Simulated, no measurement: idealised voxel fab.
Proc. module: voxel self aligned contacts
This is section cut - it's 300 nm across, gridded in 5 nm square cells.
Bands, listed from the top down, are how a cross-section gets written in this document; the cross-section itself is a grid of square cells, and a band is one or more rows of them. The entry gives the band's vertical extent as a top height and a bottom height in nm, then its horizontal make-up as materials from left to right, each with a width in nm. "empty" stands for empty space; a single material marked "edge to edge" fills the band edge to edge. Heads up on the height convention: 0 is the point under which the incoming wafer is all one material, and the lowest band has no bottom, it just keeps going down, like "z 0 and below". Per-row width for "30->40": begins at first number (top row of band), ends at second number (bottom row), increment between rows held constant. Basically "remains unaltered" means that step didn't change any cell in the cross-section. This entry, "Closed-off voids", enumerates those empty regions of no fewer than 8 cells that possess no open connection to the top. Each region is reported in the form width x height at distance, the distance being taken from the left edge, with all three quantities expressed in nm. It should be noted that, on the line of a given step, the content following the step's settings is a remark produced by the simulator itself with respect to that step. overlay nm: on a step with a mask, how far right of its planned place the mask lay; negative means left. So the way this works: pairs, before and after one process step. The after picture only goes down to the lowest band that actually changed, nothing below. Step and its settings are under each pair. And watch out, pairs might come from different runs of this module, same starting wafer though, so a pair only follows on from the one above if its "Before processing step" entry tells you so.
### Before processing step
> z 50 to 40 = SiO2 95 nm, empty 45 nm, SiO2 15 nm, empty 45 nm, SiO2 100 nm
> z 40 to 25 = SiO2 70 nm, SiN 35 nm, empty 25 nm, SiN 35 nm, empty 25 nm, SiN 35 nm, SiO2 75 nm
> z 25 to 15 = SiO2 70 nm, SiN 5 nm, polySi 25 nm, SiN 5 nm, empty 25 nm, SiN 5 nm, polySi 25 nm, SiN 5 nm, empty 25 nm, SiN 5 nm, polySi 25 nm, SiN 5 nm, SiO2 75 nm
> z 15 to 5 = polySi edge to edge
> z 5 to 0 = SiO2 edge to edge
> z 0 and below = Si edge to edge
> Closed-off voids: none
### After the Step
> z 55 to 50 = TiN 100 nm, empty 35 nm, TiN 25 nm, empty 35 nm, TiN 105 nm
> z 50 to 40 = SiO2 95 nm, TiN 5->15 nm, empty 35->15 nm, TiN 5->15 nm, SiO2 15 nm, TiN 5->15 nm, empty 35->15 nm, TiN 5->15 nm, SiO2 100 nm
> z 40 to 25 = SiO2 70 nm, SiN 35 nm, TiN 5 nm, empty 15 nm, TiN 5 nm, SiN 35 nm, TiN 5 nm, empty 15 nm, TiN 5 nm, SiN 35 nm, SiO2 75 nm
> z 25 to 20 = SiO2 70 nm, SiN 5 nm, polySi 25 nm, SiN 5 nm, TiN 5 nm, empty 15 nm, TiN 5 nm, SiN 5 nm, polySi 25 nm, SiN 5 nm, TiN 5 nm, empty 15 nm, TiN 5 nm, SiN 5 nm, polySi 25 nm, SiN 5 nm, SiO2 75 nm
> z 20 to 15 = SiO2 70 nm, SiN 5 nm, polySi 25 nm, SiN 5 nm, TiN 25 nm, SiN 5 nm, polySi 25 nm, SiN 5 nm, TiN 25 nm, SiN 5 nm, polySi 25 nm, SiN 5 nm, SiO2 75 nm
> At heights below 15, the structure remains unaltered.
> Closed-off voids: none
Applied between the two views above: CONFORMAL_DEP (material TiN; thk nm 5)
Before processing step: this step begins from the cross-section that the pair just above shows after its step.
### After the Step
> z 65 to 55 = W edge to edge
> z 55 to 50 = TiN 100 nm, W 35 nm, TiN 25 nm, W 35 nm, TiN 105 nm
> z 50 to 40 = SiO2 95 nm, TiN 5->15 nm, W 35->15 nm, TiN 5->15 nm, SiO2 15 nm, TiN 5->15 nm, W 35->15 nm, TiN 5->15 nm, SiO2 100 nm
> z 40 to 25 = SiO2 70 nm, SiN 35 nm, TiN 5 nm, W 15 nm, TiN 5 nm, SiN 35 nm, TiN 5 nm, W 15 nm, TiN 5 nm, SiN 35 nm, SiO2 75 nm
> z 25 to 20 = SiO2 70 nm, SiN 5 nm, polySi 25 nm, SiN 5 nm, TiN 5 nm, W 15 nm, TiN 5 nm, SiN 5 nm, polySi 25 nm, SiN 5 nm, TiN 5 nm, W 15 nm, TiN 5 nm, SiN 5 nm, polySi 25 nm, SiN 5 nm, SiO2 75 nm
> At heights below 20, the structure remains unaltered.
> Closed-off voids: none
Applied between the two views above: FILL_DEP (material W; thk nm 10)
Before processing step: this step begins from the cross-section that the pair just above shows after its step.
### After the Step
> z 50 to 40 = SiO2 95 nm, TiN 5->15 nm, W 35->15 nm, TiN 5->15 nm, SiO2 15 nm, TiN 5->15 nm, W 35->15 nm, TiN 5->15 nm, SiO2 100 nm
> At heights below 40, the structure remains unaltered.
> Closed-off voids: none
Applied between the two views above: CMP (height nm 50)
Before processing step: this step begins from the cross-section that the pair just above shows after its step.
### After the Step
> z 55 to 50 = SiCN edge to edge
> At heights below 50, the structure remains unaltered.
> Closed-off voids: none
Applied between the two views above: CONFORMAL_DEP (material SiCN; thk nm 5)
### Before processing step
> z 50 to 40 = SiO2 edge to edge
> z 40 to 25 = SiO2 70 nm, SiN 35 nm, SiO2 25 nm, SiN 35 nm, SiO2 25 nm, SiN 35 nm, SiO2 75 nm
> z 25 to 5 = SiO2 70 nm, SiN 5 nm, polySi 25 nm, SiN 5 nm, SiO2 25 nm, SiN 5 nm, polySi 25 nm, SiN 5 nm, SiO2 25 nm, SiN 5 nm, polySi 25 nm, SiN 5 nm, SiO2 75 nm
> z 5 to 0 = SiO2 edge to edge
> z 0 and below = Si edge to edge
> Closed-off voids: none
### After the Step
> z 65 to 50 = resist 100 nm, empty 40 nm, resist 20 nm, empty 40 nm, resist 100 nm
> At heights below 50, the structure remains unaltered.
> Closed-off voids: none
Applied between the two views above: PATTERN (tone open; mask id CONTACT; material resist; width nm 40; pitch nm 60; thk nm 15; overlay nm 0)
Before processing step: this step begins from the cross-section that the pair just above shows after its step.
### After the Step
> z 65 to 50 = resist 100 nm, empty 40 nm, resist 20 nm, empty 40 nm, resist 100 nm
> z 50 to 40 = SiO2 100 nm, empty 40 nm, SiO2 20 nm, empty 40 nm, SiO2 100 nm
> z 40 to 25 = SiO2 70 nm, SiN 35 nm, empty 25 nm, SiN 35 nm, empty 25 nm, SiN 35 nm, SiO2 75 nm
> z 25 to 5 = SiO2 70 nm, SiN 5 nm, polySi 25 nm, SiN 5 nm, empty 25 nm, SiN 5 nm, polySi 25 nm, SiN 5 nm, empty 25 nm, SiN 5 nm, polySi 25 nm, SiN 5 nm, SiO2 75 nm
> z 5 to 0 = SiO2 105 nm, empty 25 nm, SiO2 35 nm, empty 25 nm, SiO2 110 nm
> At heights below 0, the structure remains unaltered.
> Closed-off voids: none
Applied between the two views above: DIRECTIONAL_ETCH (etch materials SiO2; depth nm 50)
Before processing step: this step begins from the cross-section that the pair just above shows after its step.
### After the Step
> z 50 to 40 = SiO2 100 nm, empty 40 nm, SiO2 20 nm, empty 40 nm, SiO2 100 nm
> At heights below 40, the structure remains unaltered.
> Closed-off voids: none
Applied between the two views above: STRIP (etch materials resist)
Before processing step: this step begins from the cross-section that the pair just above shows after its step.
### After the Step
> z 55 to 50 = TiN 105 nm, empty 30 nm, TiN 30 nm, empty 30 nm, TiN 105 nm
> z 50 to 40 = SiO2 100 nm, TiN 5->10 nm, empty 30->15 nm, TiN 5->15 nm, SiO2 20 nm, TiN 5->10 nm, empty 30->15 nm, TiN 5->15 nm, SiO2 100 nm
> z 40 to 25 = SiO2 70 nm, SiN 35 nm, TiN 5 nm, empty 15 nm, TiN 5 nm, SiN 35 nm, TiN 5 nm, empty 15 nm, TiN 5 nm, SiN 35 nm, SiO2 75 nm
> z 25 to 5 = SiO2 70 nm, SiN 5 nm, polySi 25 nm, SiN 5 nm, TiN 5 nm, empty 15 nm, TiN 5 nm, SiN 5 nm, polySi 25 nm, SiN 5 nm, TiN 5 nm, empty 15 nm, TiN 5 nm, SiN 5 nm, polySi 25 nm, SiN 5 nm, SiO2 75 nm
> z 5 to 0 = SiO2 105 nm, TiN 25 nm, SiO2 35 nm, TiN 25 nm, SiO2 110 nm
> At heights below 0, the structure remains unaltered.
> Closed-off voids: none
Applied between the two views above: CONFORMAL_DEP (material TiN; thk nm 5)
Before processing step: this step begins from the cross-section that the pair just above shows after its step.
### After the Step
> z 65 to 55 = W edge to edge
> z 55 to 50 = TiN 105 nm, W 30 nm, TiN 30 nm, W 30 nm, TiN 105 nm
> z 50 to 40 = SiO2 100 nm, TiN 5->10 nm, W 30->15 nm, TiN 5->15 nm, SiO2 20 nm, TiN 5->10 nm, W 30->15 nm, TiN 5->15 nm, SiO2 100 nm
> z 40 to 25 = SiO2 70 nm, SiN 35 nm, TiN 5 nm, W 15 nm, TiN 5 nm, SiN 35 nm, TiN 5 nm, W 15 nm, TiN 5 nm, SiN 35 nm, SiO2 75 nm
> z 25 to 5 = SiO2 70 nm, SiN 5 nm, polySi 25 nm, SiN 5 nm, TiN 5 nm, W 15 nm, TiN 5 nm, SiN 5 nm, polySi 25 nm, SiN 5 nm, TiN 5 nm, W 15 nm, TiN 5 nm, SiN 5 nm, polySi 25 nm, SiN 5 nm, SiO2 75 nm
> At heights below 5, the structure remains unaltered.
> Closed-off voids: none
Applied between the two views above: FILL_DEP (material W; thk nm 10)
Before processing step: this step begins from the cross-section that the pair just above shows after its step.
### After the Step
> z 50 to 40 = SiO2 100 nm, TiN 5->10 nm, W 30->15 nm, TiN 5->15 nm, SiO2 20 nm, TiN 5->10 nm, W 30->15 nm, TiN 5->15 nm, SiO2 100 nm
> At heights below 40, the structure remains unaltered.
> Closed-off voids: none
Applied between the two views above: CMP (height nm 50)
Before processing step: this step begins from the cross-section that the pair just above shows after its step.
### After the Step
> z 55 to 50 = SiCN edge to edge
> At heights below 50, the structure remains unaltered.
> Closed-off voids: none
Applied between the two views above: CONFORMAL_DEP (material SiCN; thk nm 5)
### Before processing step
> z 40 to 25 = SiN edge to edge
> z 25 to 5 = polySi edge to edge
> z 5 to 0 = SiO2 edge to edge
> z 0 and below = Si edge to edge
> Closed-off voids: none
### After the Step
> z 55 to 40 = empty 65 nm, resist 25 nm, empty 35 nm, resist 25 nm, empty 35 nm, resist 25 nm, empty 90 nm
> At heights below 40, the structure remains unaltered.
> Closed-off voids: none
Applied between the two views above: PATTERN (tone cover; mask id GATE; material resist; width nm 25; pitch nm 60; thk nm 15; overlay nm -10)
Before processing step: this step begins from the cross-section that the pair just above shows after its step.
### After the Step
> z 55 to 40 = empty 65 nm, resist 25 nm, empty 35 nm, resist 25 nm, empty 35 nm, resist 25 nm, empty 90 nm
> z 40 to 25 = empty 65 nm, SiN 25 nm, empty 35 nm, SiN 25 nm, empty 35 nm, SiN 25 nm, empty 90 nm
> At heights below 25, the structure remains unaltered.
> Closed-off voids: none
Applied between the two views above: DIRECTIONAL_ETCH (etch materials SiN; depth nm 15)
Before processing step: this step begins from the cross-section that the pair just above shows after its step.
### After the Step
> z 55 to 40 = empty 65 nm, resist 25 nm, empty 35 nm, resist 25 nm, empty 35 nm, resist 25 nm, empty 90 nm
> z 40 to 25 = empty 65 nm, SiN 25 nm, empty 35 nm, SiN 25 nm, empty 35 nm, SiN 25 nm, empty 90 nm
> z 25 to 5 = empty 65 nm, polySi 25 nm, empty 35 nm, polySi 25 nm, empty 35 nm, polySi 25 nm, empty 90 nm
> At heights below 5, the structure remains unaltered.
> Closed-off voids: none
Applied between the two views above: DIRECTIONAL_ETCH (etch materials polySi; depth nm 20)
Before processing step: this step begins from the cross-section that the pair just above shows after its step.
### After the Step
> z 40 to 25 = empty 65 nm, SiN 25 nm, empty 35 nm, SiN 25 nm, empty 35 nm, SiN 25 nm, empty 90 nm
> At heights below 25, the structure remains unaltered.
> Closed-off voids: none
Applied between the two views above: STRIP (etch materials resist)
Before processing step: this step begins from the cross-section that the pair just above shows after its step.
### After the Step
> z 45 to 25 = empty 60 nm, SiN 35 nm, empty 25 nm, SiN 35 nm, empty 25 nm, SiN 35 nm, empty 85 nm
> z 25 to 10 = empty 60 nm, SiN 5 nm, polySi 25 nm, SiN 5 nm, empty 25 nm, SiN 5 nm, polySi 25 nm, SiN 5 nm, empty 25 nm, SiN 5 nm, polySi 25 nm, SiN 5 nm, empty 85 nm
> z 10 to 5 = SiN 65 nm, polySi 25 nm, SiN 35 nm, polySi 25 nm, SiN 35 nm, polySi 25 nm, SiN 90 nm
> At heights below 5, the structure remains unaltered.
> Closed-off voids: none
Applied between the two views above: CONFORMAL_DEP (material SiN; thk nm 5)
Before processing step: this step begins from the cross-section that the pair just above shows after its step.
### After the Step
> z 40 to 25 = empty 60 nm, SiN 35 nm, empty 25 nm, SiN 35 nm, empty 25 nm, SiN 35 nm, empty 85 nm
> z 25 to 5 = empty 60 nm, SiN 5 nm, polySi 25 nm, SiN 5 nm, empty 25 nm, SiN 5 nm, polySi 25 nm, SiN 5 nm, empty 25 nm, SiN 5 nm, polySi 25 nm, SiN 5 nm, empty 85 nm
> At heights below 5, the structure remains unaltered.
> Closed-off voids: none
Applied between the two views above: DIRECTIONAL_ETCH (etch materials SiN; depth nm 5)
Before processing step: this step begins from the cross-section that the pair just above shows after its step.
### After the Step
> z 55 to 40 = SiO2 edge to edge
> z 40 to 25 = SiO2 60 nm, SiN 35 nm, SiO2 25 nm, SiN 35 nm, SiO2 25 nm, SiN 35 nm, SiO2 85 nm
> z 25 to 5 = SiO2 60 nm, SiN 5 nm, polySi 25 nm, SiN 5 nm, SiO2 25 nm, SiN 5 nm, polySi 25 nm, SiN 5 nm, SiO2 25 nm, SiN 5 nm, polySi 25 nm, SiN 5 nm, SiO2 85 nm
> At heights below 5, the structure remains unaltered.
> Closed-off voids: none
Applied between the two views above: FILL_DEP (material SiO2; thk nm 15)
Before processing step: this step begins from the cross-section that the pair just above shows after its step.
### After the Step
> z 50 to 40 = SiO2 edge to edge
> At heights below 40, the structure remains unaltered.
> Closed-off voids: none
Applied between the two views above: CMP (height nm 50)
Before processing step: this step begins from the cross-section that the pair just above shows after its step.
### After the Step
> z 65 to 50 = resist 95 nm, empty 45 nm, resist 15 nm, empty 45 nm, resist 100 nm
> At heights below 50, the structure remains unaltered.
> Closed-off voids: none
Applied between the two views above: PATTERN (tone open; mask id CONTACT; material resist; width nm 45; pitch nm 60; thk nm 15; overlay nm 0)
Before processing step: this step begins from the cross-section that the pair just above shows after its step.
### After the Step
> z 65 to 50 = resist 95 nm, empty 45 nm, resist 15 nm, empty 45 nm, resist 100 nm
> z 50 to 40 = SiO2 95 nm, empty 45 nm, SiO2 15 nm, empty 45 nm, SiO2 100 nm
> z 40 to 25 = SiO2 60 nm, SiN 35 nm, empty 25 nm, SiN 35 nm, empty 25 nm, SiN 35 nm, SiO2 85 nm
> z 25 to 5 = SiO2 60 nm, SiN 5 nm, polySi 25 nm, SiN 5 nm, empty 25 nm, SiN 5 nm, polySi 25 nm, SiN 5 nm, empty 25 nm, SiN 5 nm, polySi 25 nm, SiN 5 nm, SiO2 85 nm
> z 5 to 0 = SiO2 95 nm, empty 25 nm, SiO2 35 nm, empty 25 nm, SiO2 120 nm
> At heights below 0, the structure remains unaltered.
> Closed-off voids: none
Applied between the two views above: DIRECTIONAL_ETCH (etch materials SiO2; depth nm 50)
Before processing step: this step begins from the cross-section that the pair just above shows after its step.
### After the Step
> z 50 to 40 = SiO2 95 nm, empty 45 nm, SiO2 15 nm, empty 45 nm, SiO2 100 nm
> At heights below 40, the structure remains unaltered.
> Closed-off voids: none
Applied between the two views above: STRIP (etch materials resist)
Before processing step: this step begins from the cross-section that the pair just above shows after its step.
### After the Step
> z 55 to 50 = TiN 100 nm, empty 35 nm, TiN 25 nm, empty 35 nm, TiN 105 nm
> z 50 to 40 = SiO2 95 nm, TiN 5 nm, empty 35->15 nm, TiN 5->25 nm, SiO2 15 nm, TiN 5 nm, empty 35->15 nm, TiN 5->25 nm, SiO2 100 nm
> z 40 to 25 = SiO2 60 nm, SiN 35 nm, TiN 5 nm, empty 15 nm, TiN 5 nm, SiN 35 nm, TiN 5 nm, empty 15 nm, TiN 5 nm, SiN 35 nm, SiO2 85 nm
> z 25 to 5 = SiO2 60 nm, SiN 5 nm, polySi 25 nm, SiN 5 nm, TiN 5 nm, empty 15 nm, TiN 5 nm, SiN 5 nm, polySi 25 nm, SiN 5 nm, TiN 5 nm, empty 15 nm, TiN 5 nm, SiN 5 nm, polySi 25 nm, SiN 5 nm, SiO2 85 nm
> z 5 to 0 = SiO2 95 nm, TiN 25 nm, SiO2 35 nm, TiN 25 nm, SiO2 120 nm
> At heights below 0, the structure remains unaltered.
> Closed-off voids: none
Applied between the two views above: CONFORMAL_DEP (material TiN; thk nm 5)
Before processing step: this step begins from the cross-section that the pair just above shows after its step.
### After the Step
> z 65 to 55 = W edge to edge
> z 55 to 50 = TiN 100 nm, W 35 nm, TiN 25 nm, W 35 nm, TiN 105 nm
> z 50 to 40 = SiO2 95 nm, TiN 5 nm, W 35->15 nm, TiN 5->25 nm, SiO2 15 nm, TiN 5 nm, W 35->15 nm, TiN 5->25 nm, SiO2 100 nm
> z 40 to 25 = SiO2 60 nm, SiN 35 nm, TiN 5 nm, W 15 nm, TiN 5 nm, SiN 35 nm, TiN 5 nm, W 15 nm, TiN 5 nm, SiN 35 nm, SiO2 85 nm
> z 25 to 5 = SiO2 60 nm, SiN 5 nm, polySi 25 nm, SiN 5 nm, TiN 5 nm, W 15 nm, TiN 5 nm, SiN 5 nm, polySi 25 nm, SiN 5 nm, TiN 5 nm, W 15 nm, TiN 5 nm, SiN 5 nm, polySi 25 nm, SiN 5 nm, SiO2 85 nm
> At heights below 5, the structure remains unaltered.
> Closed-off voids: none
Applied between the two views above: FILL_DEP (material W; thk nm 10)
Before processing step: this step begins from the cross-section that the pair just above shows after its step.
### After the Step
> z 50 to 40 = SiO2 95 nm, TiN 5 nm, W 35->15 nm, TiN 5->25 nm, SiO2 15 nm, TiN 5 nm, W 35->15 nm, TiN 5->25 nm, SiO2 100 nm
> At heights below 40, the structure remains unaltered.
> Closed-off voids: none
Applied between the two views above: CMP (height nm 50)
Before processing step: this step begins from the cross-section that the pair just above shows after its step.
### After the Step
> z 55 to 50 = SiCN edge to edge
> At heights below 50, the structure remains unaltered.
> Closed-off voids: none
Applied between the two views above: CONFORMAL_DEP (material SiCN; thk nm 5)
### Before processing step
> z 55 to 50 = TiN 100 nm, empty 35 nm, TiN 25 nm, empty 35 nm, TiN 105 nm
> z 50 to 40 = SiO2 95 nm, TiN 5->15 nm, empty 35->15 nm, TiN 5->15 nm, SiO2 15 nm, TiN 5->15 nm, empty 35->15 nm, TiN 5->15 nm, SiO2 100 nm
> z 40 to 25 = SiO2 70 nm, SiN 35 nm, TiN 5 nm, empty 15 nm, TiN 5 nm, SiN 35 nm, TiN 5 nm, empty 15 nm, TiN 5 nm, SiN 35 nm, SiO2 75 nm
> z 25 to 5 = SiO2 70 nm, SiN 5 nm, polySi 25 nm, SiN 5 nm, TiN 5 nm, empty 15 nm, TiN 5 nm, SiN 5 nm, polySi 25 nm, SiN 5 nm, TiN 5 nm, empty 15 nm, TiN 5 nm, SiN 5 nm, polySi 25 nm, SiN 5 nm, SiO2 75 nm
> z 5 to 0 = SiO2 105 nm, TiN 25 nm, SiO2 35 nm, TiN 25 nm, SiO2 110 nm
> z 0 and below = Si edge to edge
> Closed-off voids: none
### After the Step
> z 65 to 55 = SiN edge to edge
> z 55 to 50 = TiN 100 nm, SiN 35 nm, TiN 25 nm, SiN 35 nm, TiN 105 nm
> z 50 to 40 = SiO2 95 nm, TiN 5->15 nm, SiN 35->15 nm, TiN 5->15 nm, SiO2 15 nm, TiN 5->15 nm, SiN 35->15 nm, TiN 5->15 nm, SiO2 100 nm
> z 40 to 25 = SiO2 70 nm, SiN 35 nm, TiN 5 nm, SiN 15 nm, TiN 5 nm, SiN 35 nm, TiN 5 nm, SiN 15 nm, TiN 5 nm, SiN 35 nm, SiO2 75 nm
> z 25 to 5 = SiO2 70 nm, SiN 5 nm, polySi 25 nm, SiN 5 nm, TiN 5 nm, SiN 15 nm, TiN 5 nm, SiN 5 nm, polySi 25 nm, SiN 5 nm, TiN 5 nm, SiN 15 nm, TiN 5 nm, SiN 5 nm, polySi 25 nm, SiN 5 nm, SiO2 75 nm
> At heights below 5, the structure remains unaltered.
> Closed-off voids: none
Applied between the two views above: FILL_DEP (material SiN; thk nm 10)
Before processing step: this step begins from the cross-section that the pair just above shows after its step.
### After the Step
> z 50 to 40 = SiO2 95 nm, TiN 5->15 nm, SiN 35->15 nm, TiN 5->15 nm, SiO2 15 nm, TiN 5->15 nm, SiN 35->15 nm, TiN 5->15 nm, SiO2 100 nm
> At heights below 40, the structure remains unaltered.
> Closed-off voids: none
Applied between the two views above: CMP (height nm 50)
Before processing step: this step begins from the cross-section that the pair just above shows after its step.
### After the Step
> z 55 to 50 = SiCN edge to edge
> At heights below 50, the structure remains unaltered.
> Closed-off voids: none
Applied between the two views above: CONFORMAL_DEP (material SiCN; thk nm 5)
### Before processing step
> z 50 to 40 = SiO2 edge to edge
> z 40 to 25 = SiO2 70 nm, SiN 35 nm, SiO2 25 nm, SiN 35 nm, SiO2 25 nm, SiN 35 nm, SiO2 75 nm
> z 25 to 5 = SiO2 70 nm, SiN 5 nm, polySi 25 nm, SiN 5 nm, SiO2 25 nm, SiN 5 nm, polySi 25 nm, SiN 5 nm, SiO2 25 nm, SiN 5 nm, polySi 25 nm, SiN 5 nm, SiO2 75 nm
> z 5 to 0 = SiO2 edge to edge
> z 0 and below = Si edge to edge
> Closed-off voids: none
### After the Step
> z 65 to 50 = empty 95 nm, resist 45 nm, empty 15 nm, resist 45 nm, empty 100 nm
> At heights below 50, the structure remains unaltered.
> Closed-off voids: none
Applied between the two views above: PATTERN (tone cover; mask id CONTACT; material resist; width nm 45; pitch nm 60; thk nm 15; overlay nm 0)
Before processing step: this step begins from the cross-section that the pair just above shows after its step.
### After the Step
> z 65 to 50 = empty 95 nm, resist 45 nm, empty 15 nm, resist 45 nm, empty 100 nm
> z 50 to 40 = empty 95 nm, SiO2 45 nm, empty 15 nm, SiO2 45 nm, empty 100 nm
> z 40 to 25 = empty 70 nm, SiN 35 nm, SiO2 25 nm, SiN 35 nm, SiO2 25 nm, SiN 35 nm, empty 75 nm
> z 25 to 5 = empty 70 nm, SiN 5 nm, polySi 25 nm, SiN 5 nm, SiO2 25 nm, SiN 5 nm, polySi 25 nm, SiN 5 nm, SiO2 25 nm, SiN 5 nm, polySi 25 nm, SiN 5 nm, empty 75 nm
> z 5 to 0 = empty 70 nm, SiO2 155 nm, empty 75 nm
> At heights below 0, the structure remains unaltered.
> Closed-off voids: none
Applied between the two views above: DIRECTIONAL_ETCH (etch materials SiO2; depth nm 50)
Before processing step: this step begins from the cross-section that the pair just above shows after its step.
### After the Step
> z 50 to 40 = empty 95 nm, SiO2 45 nm, empty 15 nm, SiO2 45 nm, empty 100 nm
> At heights below 40, the structure remains unaltered.
> Closed-off voids: none
Applied between the two views above: STRIP (etch materials resist)
Before processing step: this step begins from the cross-section that the pair just above shows after its step.
### After the Step
> z 55 to 50 = empty 90 nm, TiN 55 nm, empty 5 nm, TiN 55 nm, empty 95 nm
> z 50 to 45 = empty 90 nm, TiN 5 nm, SiO2 45 nm, TiN 5 nm, empty 5 nm, TiN 5 nm, SiO2 45 nm, TiN 5 nm, empty 95 nm
> z 45 to 40 = empty 65 nm, TiN 30 nm, SiO2 45 nm, TiN 15 nm, SiO2 45 nm, TiN 30 nm, empty 70 nm
> z 40 to 25 = empty 65 nm, TiN 5 nm, SiN 35 nm, SiO2 25 nm, SiN 35 nm, SiO2 25 nm, SiN 35 nm, TiN 5 nm, empty 70 nm
> z 25 to 5 = empty 65 nm, TiN 5 nm, SiN 5 nm, polySi 25 nm, SiN 5 nm, SiO2 25 nm, SiN 5 nm, polySi 25 nm, SiN 5 nm, SiO2 25 nm, SiN 5 nm, polySi 25 nm, SiN 5 nm, TiN 5 nm, empty 70 nm
> z 5 to 0 = TiN 70 nm, SiO2 155 nm, TiN 75 nm
> At heights below 0, the structure remains unaltered.
> Closed-off voids: none
Applied between the two views above: CONFORMAL_DEP (material TiN; thk nm 5)
Before processing step: this step begins from the cross-section that the pair just above shows after its step.
### After the Step
> z 65 to 55 = W edge to edge
> z 55 to 50 = W 90 nm, TiN 55 nm, W 5 nm, TiN 55 nm, W 95 nm
> z 50 to 45 = W 90 nm, TiN 5 nm, SiO2 45 nm, TiN 5 nm, W 5 nm, TiN 5 nm, SiO2 45 nm, TiN 5 nm, W 95 nm
> z 45 to 40 = W 65 nm, TiN 30 nm, SiO2 45 nm, TiN 15 nm, SiO2 45 nm, TiN 30 nm, W 70 nm
> z 40 to 25 = W 65 nm, TiN 5 nm, SiN 35 nm, SiO2 25 nm, SiN 35 nm, SiO2 25 nm, SiN 35 nm, TiN 5 nm, W 70 nm
> z 25 to 5 = W 65 nm, TiN 5 nm, SiN 5 nm, polySi 25 nm, SiN 5 nm, SiO2 25 nm, SiN 5 nm, polySi 25 nm, SiN 5 nm, SiO2 25 nm, SiN 5 nm, polySi 25 nm, SiN 5 nm, TiN 5 nm, W 70 nm
> At heights below 5, the structure remains unaltered.
> Closed-off voids: none
Applied between the two views above: FILL_DEP (material W; thk nm 10)
Before processing step: this step begins from the cross-section that the pair just above shows after its step.
### After the Step
> z 50 to 45 = W 90 nm, TiN 5 nm, SiO2 45 nm, TiN 5 nm, W 5 nm, TiN 5 nm, SiO2 45 nm, TiN 5 nm, W 95 nm
> At heights below 45, the structure remains unaltered.
> Closed-off voids: none
Applied between the two views above: CMP (height nm 50)
Before processing step: this step begins from the cross-section that the pair just above shows after its step.
### After the Step
> z 55 to 50 = SiCN edge to edge
> At heights below 50, the structure remains unaltered.
> Closed-off voids: none
Applied between the two views above: CONFORMAL_DEP (material SiCN; thk nm 5)
